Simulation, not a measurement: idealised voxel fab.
process module | voxel self aligned contacts
cross-section cut | 210 nm wide | cells 5 nm
A cross-section is a grid of square cells, given in bands from the top down. A band is one or more rows of cells.
Each band's line starts with the height of the band's top and of its bottom, in nm. Then come its materials from left to right, each with its width in nm. One material with "throughout" fills the band from edge to edge. "air" is empty space.
Height 0 is the level under which the wafer as received is all one material. The lowest band goes on downwards, as in "0 down".
A width such as "30 to 40" changes by the same amount from each row of cells to the next, from the band's top row to its bottom row.
"no change" after a step means that no cell of the cross-section changed.
closed voids: empty space of 8 cells or more with no open way to the top, each as width x height at its distance from the left edge, in nm
after a step's settings: what the simulator itself notes on the step
overlay nm, on a step with a mask: how far to the right of its planned place the mask lay; to the left if negative
plan
1 op RECEIVE | material Si
2 op CONFORMAL_DEP | material SiO2 | thk nm 5
3 op DIRECTIONAL_DEP | material polySi | thk nm 30
4 op DIRECTIONAL_DEP | material SiN | thk nm 20
5 op PATTERN | tone cover | mask id GATE | material resist | width nm 25 | pitch nm 50 | thk nm 15 | overlay nm 0
6 op DIRECTIONAL_ETCH | etch materials SiN | depth nm 20
7 op DIRECTIONAL_ETCH | etch materials polySi | depth nm 30
8 op STRIP | etch materials resist
9 op CONFORMAL_DEP | material SiN | thk nm 5
10 op DIRECTIONAL_ETCH | etch materials SiN | depth nm 5
11 op FILL_DEP | material SiO2 | thk nm 10
12 op CMP | height nm 60
13 op PATTERN | tone open | mask id CONTACT | material resist | width nm 35 | thk nm 15 | overlay nm 0
14 op DIRECTIONAL_ETCH | etch materials SiO2 | depth nm 60
15 op STRIP | etch materials resist
16 op CONFORMAL_DEP | material TiN | thk nm 5
17 op FILL_DEP | material Ru | thk nm 5
18 op CMP | height nm 60
19 op CONFORMAL_DEP | material SiN | thk nm 5
first wafer, as planned
as received, after step 1
  0 down: Si throughout
  closed voids: none
after step 2
  5 to 0: SiO2 throughout
  below 0: unchanged
after step 3
  35 to 5: polySi throughout
  below 5: unchanged
after step 4
  55 to 35: SiN throughout
  below 35: unchanged
after step 5
  70 to 55: air 65 | resist 25 | air 25 | resist 25 | air 70
  below 55: unchanged
after step 6
  70 to 55: air 65 | resist 25 | air 25 | resist 25 | air 70
  55 to 35: air 65 | SiN 25 | air 25 | SiN 25 | air 70
  below 35: unchanged
after step 7
  70 to 55: air 65 | resist 25 | air 25 | resist 25 | air 70
  55 to 35: air 65 | SiN 25 | air 25 | SiN 25 | air 70
  35 to 5: air 65 | polySi 25 | air 25 | polySi 25 | air 70
  below 5: unchanged
after step 8
  55 to 35: air 65 | SiN 25 | air 25 | SiN 25 | air 70
  below 35: unchanged
after step 9
  60 to 35: air 60 | SiN 35 | air 15 | SiN 35 | air 65
  35 to 10: air 60 | SiN 5 | polySi 25 | SiN 5 | air 15 | SiN 5 | polySi 25 | SiN 5 | air 65
  10 to 5: SiN 65 | polySi 25 | SiN 25 | polySi 25 | SiN 70
  below 5: unchanged
after step 10
  55 to 35: air 60 | SiN 35 | air 15 | SiN 35 | air 65
  35 to 5: air 60 | SiN 5 | polySi 25 | SiN 5 | air 15 | SiN 5 | polySi 25 | SiN 5 | air 65
  below 5: unchanged
after step 11
  65 to 55: SiO2 throughout
  55 to 35: SiO2 60 | SiN 35 | SiO2 15 | SiN 35 | SiO2 65
  35 to 5: SiO2 60 | SiN 5 | polySi 25 | SiN 5 | SiO2 15 | SiN 5 | polySi 25 | SiN 5 | SiO2 65
  below 5: unchanged
after step 12
  60 to 55: SiO2 throughout
  below 55: unchanged
after step 13
  75 to 60: resist 85 | air 35 | resist 90
  below 60: unchanged
after step 14
  75 to 60: resist 85 | air 35 | resist 90
  60 to 55: SiO2 85 | air 35 | SiO2 90
  55 to 35: SiO2 60 | SiN 35 | air 15 | SiN 35 | SiO2 65
  35 to 5: SiO2 60 | SiN 5 | polySi 25 | SiN 5 | air 15 | SiN 5 | polySi 25 | SiN 5 | SiO2 65
  5 to 0: SiO2 95 | air 15 | SiO2 100
  below 0: unchanged
after step 15
  60 to 55: SiO2 85 | air 35 | SiO2 90
  below 55: unchanged
after step 16
  65 to 60: TiN 90 | air 25 | TiN 95
  60 to 55: SiO2 85 | TiN 15 | air 5 | TiN 15 | SiO2 90
  55 to 35: SiO2 60 | SiN 35 | TiN 5 | air 5 | TiN 5 | SiN 35 | SiO2 65
  35 to 5: SiO2 60 | SiN 5 | polySi 25 | SiN 5 | TiN 5 | air 5 | TiN 5 | SiN 5 | polySi 25 | SiN 5 | SiO2 65
  5 to 0: SiO2 95 | TiN 15 | SiO2 100
  below 0: unchanged
after step 17
  70 to 65: Ru throughout
  65 to 60: TiN 90 | Ru 25 | TiN 95
  60 to 55: SiO2 85 | TiN 15 | Ru 5 | TiN 15 | SiO2 90
  55 to 35: SiO2 60 | SiN 35 | TiN 5 | Ru 5 | TiN 5 | SiN 35 | SiO2 65
  35 to 5: SiO2 60 | SiN 5 | polySi 25 | SiN 5 | TiN 5 | Ru 5 | TiN 5 | SiN 5 | polySi 25 | SiN 5 | SiO2 65
  below 5: unchanged
after step 18
  60 to 55: SiO2 85 | TiN 15 | Ru 5 | TiN 15 | SiO2 90
  below 55: unchanged
after step 19
  65 to 60: SiN throughout
  below 60: unchanged
second wafer: like start, like plan, one mistake. Through step 4 it matches the first wafer
when step 5 should have ended
  70 to 55: air 60 | resist 25 | air 25 | resist 25 | air 75
  below 55: unchanged
when step 6 should have ended
  70 to 55: air 60 | resist 25 | air 25 | resist 25 | air 75
  55 to 35: air 60 | SiN 25 | air 25 | SiN 25 | air 75
  below 35: unchanged
when step 7 should have ended
  70 to 55: air 60 | resist 25 | air 25 | resist 25 | air 75
  55 to 35: air 60 | SiN 25 | air 25 | SiN 25 | air 75
  35 to 5: air 60 | polySi 25 | air 25 | polySi 25 | air 75
  below 5: unchanged
when step 8 should have ended
  55 to 35: air 60 | SiN 25 | air 25 | SiN 25 | air 75
  below 35: unchanged
when step 9 should have ended
  60 to 35: air 55 | SiN 35 | air 15 | SiN 35 | air 70
  35 to 10: air 55 | SiN 5 | polySi 25 | SiN 5 | air 15 | SiN 5 | polySi 25 | SiN 5 | air 70
  10 to 5: SiN 60 | polySi 25 | SiN 25 | polySi 25 | SiN 75
  below 5: unchanged
when step 10 should have ended
  55 to 35: air 55 | SiN 35 | air 15 | SiN 35 | air 70
  35 to 5: air 55 | SiN 5 | polySi 25 | SiN 5 | air 15 | SiN 5 | polySi 25 | SiN 5 | air 70
  below 5: unchanged
when step 11 should have ended
  65 to 55: SiO2 throughout
  55 to 35: SiO2 55 | SiN 35 | SiO2 15 | SiN 35 | SiO2 70
  35 to 5: SiO2 55 | SiN 5 | polySi 25 | SiN 5 | SiO2 15 | SiN 5 | polySi 25 | SiN 5 | SiO2 70
  below 5: unchanged
when step 12 should have ended
  60 to 55: SiO2 throughout
  below 55: unchanged
when step 13 should have ended
  75 to 60: resist 85 | air 35 | resist 90
  below 60: unchanged
when step 14 should have ended
  75 to 60: resist 85 | air 35 | resist 90
  60 to 55: SiO2 85 | air 35 | SiO2 90
  55 to 35: SiO2 55 | SiN 35 | air 15 | SiN 35 | SiO2 70
  35 to 5: SiO2 55 | SiN 5 | polySi 25 | SiN 5 | air 15 | SiN 5 | polySi 25 | SiN 5 | SiO2 70
  5 to 0: SiO2 90 | air 15 | SiO2 105
  below 0: unchanged
when step 15 should have ended
  60 to 55: SiO2 85 | air 35 | SiO2 90
  below 55: unchanged
when step 16 should have ended
  65 to 60: TiN 90 | air 25 | TiN 95
  60 to 55: SiO2 85 | TiN 10 | air 5 | TiN 20 | SiO2 90
  55 to 35: SiO2 55 | SiN 35 | TiN 5 | air 5 | TiN 5 | SiN 35 | SiO2 70
  35 to 5: SiO2 55 | SiN 5 | polySi 25 | SiN 5 | TiN 5 | air 5 | TiN 5 | SiN 5 | polySi 25 | SiN 5 | SiO2 70
  5 to 0: SiO2 90 | TiN 15 | SiO2 105
  below 0: unchanged
when step 17 should have ended
  70 to 65: Ru throughout
  65 to 60: TiN 90 | Ru 25 | TiN 95
  60 to 55: SiO2 85 | TiN 10 | Ru 5 | TiN 20 | SiO2 90
  55 to 35: SiO2 55 | SiN 35 | TiN 5 | Ru 5 | TiN 5 | SiN 35 | SiO2 70
  35 to 5: SiO2 55 | SiN 5 | polySi 25 | SiN 5 | TiN 5 | Ru 5 | TiN 5 | SiN 5 | polySi 25 | SiN 5 | SiO2 70
  below 5: unchanged
when step 18 should have ended
  60 to 55: SiO2 85 | TiN 10 | Ru 5 | TiN 20 | SiO2 90
  below 55: unchanged
when step 19 should have ended
  65 to 60: SiN throughout
  below 60: unchanged
what went wrong: step 5 ran as: op PATTERN | tone cover | mask id GATE | material resist | width nm 25 | pitch nm 50 | thk nm 15 | overlay nm -5
at the end the second wafer has, in cells: as many of each material as the first, in other places
